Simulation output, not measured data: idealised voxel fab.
process module | voxel released beams
FYI the section here is cut, 250 nm wide, cells are 5 nm squares.
The cross-sections in this document take the form of a grid made of square cells. They are written out as bands, in order from top to bottom. Each band consists of one or more rows of cells.
Heights first: top, then bottom, in nm. Then materials, left to right, each with a width in nm. "edge to edge" on a single material: fills the band edge to edge. "blank": empty space.
Heights are measured from 0, the level below which the as-received wafer is all one material; the lowest band has no bottom and continues downward, written as in "0..down".
The notation "30->40" denotes a width that varies across the rows of cells in the band, beginning at the first number in the top row, finishing at the second number in the bottom row, and changing by an identical amount from each row to the next.
Given "remained the same" for a step, no cell of the cross-section differs between before and after that step.
The label "Non-vented voids" introduces a list of the empty spaces, 8 cells or larger, that have no open way up to the top; each entry in it reads width x height at distance, where the distance is taken from the left edge and all three are stated in nm.
It should be noted that, on the line of a given step, the content following the step's settings is a remark produced by the simulator itself with respect to that step.
On any step carrying a mask, the "overlay nm" setting, if present on the step's line, tells how far right of its planned place the mask lay; negative values point to the left.
Below is the list of planned process steps
1 RECEIVE (material Si)
2 CONFORMAL_DEP (material SiN; thk nm 10)
3 DIRECTIONAL_DEP (material SiO2; thk nm 10)
4 PATTERN (tone open; mask id ANCHOR; material resist; width nm 25; thk nm 15; overlay nm 0)
5 DIRECTIONAL_ETCH (etch materials SiO2; depth nm 10)
6 STRIP (etch materials resist)
7 CONFORMAL_DEP (material polySi; thk nm 10)
8 PATTERN (tone cover; mask id BEAM; material resist; width nm 100; thk nm 20; overlay nm 0)
9 DIRECTIONAL_ETCH (etch materials polySi; depth nm 10)
10 STRIP (etch materials resist)
11 STRIP (etch materials SiO2)
Cross-section of the wafer upon arrival, representing the state reached after step 1
- 0..down: Si edge to edge
- Non-vented voids: none
First of two wafers at the end of the module, shown in cross-section; run carried out as planned
- 30..20: blank: 70; polySi: 15; blank: 5; polySi: 80; blank: 80
- 20..10: blank: 75; polySi: 25; blank: 150
- 10..0: SiN edge to edge
- 0..down: Si edge to edge
- Non-vented voids: none
Wafer two, sectioned after the module: the first wafer's start, the first wafer's plan, and one mistake in how it was run
- 30..20: blank: 70; polySi: 5; blank: 5; polySi: 90; blank: 80
- 20..10: blank: 65; polySi: 25; blank: 160
- 10..0: SiN edge to edge
- 0..down: Si edge to edge
- Non-vented voids: none
Heads up, the wafer didn't run the way we planned it: planned and actual differ for step 4; actual: PATTERN (tone open; mask id ANCHOR; material resist; width nm 25; thk nm 15; overlay nm -10)
When the process is done, the second wafer contains the same cell count of every material as the first wafer, but distributed over other locations.
